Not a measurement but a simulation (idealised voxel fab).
Documented hereafter: the process module known as voxel spacer lines.
Xsec cut, 245 nm wide, square cell size 5 nm.
A cross-section in this document is a grid of square cells, and it is written down as bands, the top band listed before the ones below it; a band is made up of one or more rows of cells. Look at the band entry: it leads with the top's height and the bottom's height in nm. Then it lists the materials left to right, with a width in nm for each. The word "throughout" on a single material says that material fills the band edge to edge. The word "blank" is empty space. All heights in this document are referenced to 0, defined as the level beneath which the wafer, as received, consists entirely of one material. The lowest band is not bounded below; it extends indefinitely downward and is written in the form "from 0 down". Width spec "30 to 40" -> top row of cells at first value, bottom row at second value, equal per-row change in between. Step marked "all unchanged"? Then no cell in the cross-section changed in it. "Voids lacking openings" means: voids of 8 cells or more that are shut off from the top with no open way through. Written width x height at distance, distance from the left edge, in nm. Post-settings text on a step line: simulator's own remark regarding the step. The "overlay nm" setting may appear on a step's line; for a step that uses a mask, it gives how far to the right of its planned position the mask lay, and a negative value indicates the left.

LIST OF PLANNED PROCESS STEPS
step 1: RECEIVE | material Si
step 2: CONFORMAL_DEP | material Al2O3 | thk nm 5
step 3: DIRECTIONAL_DEP | material TiN | thk nm 10
step 4: DIRECTIONAL_DEP | material aC | thk nm 25
step 5: PATTERN | tone cover | mask id MANDREL | material resist | width nm 20 | pitch nm 60 | thk nm 30 | overlay nm 0
step 6: DIRECTIONAL_ETCH | etch materials aC | depth nm 25
step 7: STRIP | etch materials resist
step 8: CONFORMAL_DEP | material SiO2 | thk nm 10
step 9: DIRECTIONAL_ETCH | etch materials SiO2 | depth nm 10
step 10: STRIP | etch materials aC
step 11: DIRECTIONAL_ETCH | etch materials TiN | depth nm 10
step 12: STRIP | etch materials SiO2
step 13: FILL_DEP | material lowk | thk nm 5
step 14: CMP | height nm 15

HERE'S WHAT THE WAFER LOOKED LIKE IN CROSS-SECTION WHEN IT ARRIVED - THAT'S AFTER STEP 1
> from 0 down | Si throughout
> Voids lacking openings: none

FIRST OF TWO WAFERS, END-OF-MODULE SECTION, RUN FOLLOWED PLAN
> from 15 to 5 | lowk (70) / TiN (10) / lowk (20) / TiN (10) / lowk (20) / TiN (10) / lowk (20) / TiN (10) / lowk (75)
> from 5 to 0 | Al2O3 throughout
> from 0 down | Si throughout
> Voids lacking openings: none

WAFER TWO CROSS-SECTION, MODULE END. START AND PLAN UNCHANGED FROM WAFER ONE; ONE MISTAKE MADE DURING THE RUN
> from 15 to 5 | lowk (75) / TiN (10) / lowk (15) / TiN (10) / lowk (25) / TiN (10) / lowk (15) / TiN (10) / lowk (75)
> from 5 to 0 | Al2O3 throughout
> from 0 down | Si throughout
> Voids lacking openings: none
Error vs. plan: step 5 was not run as planned; what actually ran was PATTERN | tone cover | mask id MANDREL | material resist | width nm 15 | pitch nm 60 | thk nm 30 | overlay nm 0
The two final wafers agree on how many cells each material fills and disagree on which cells those are.
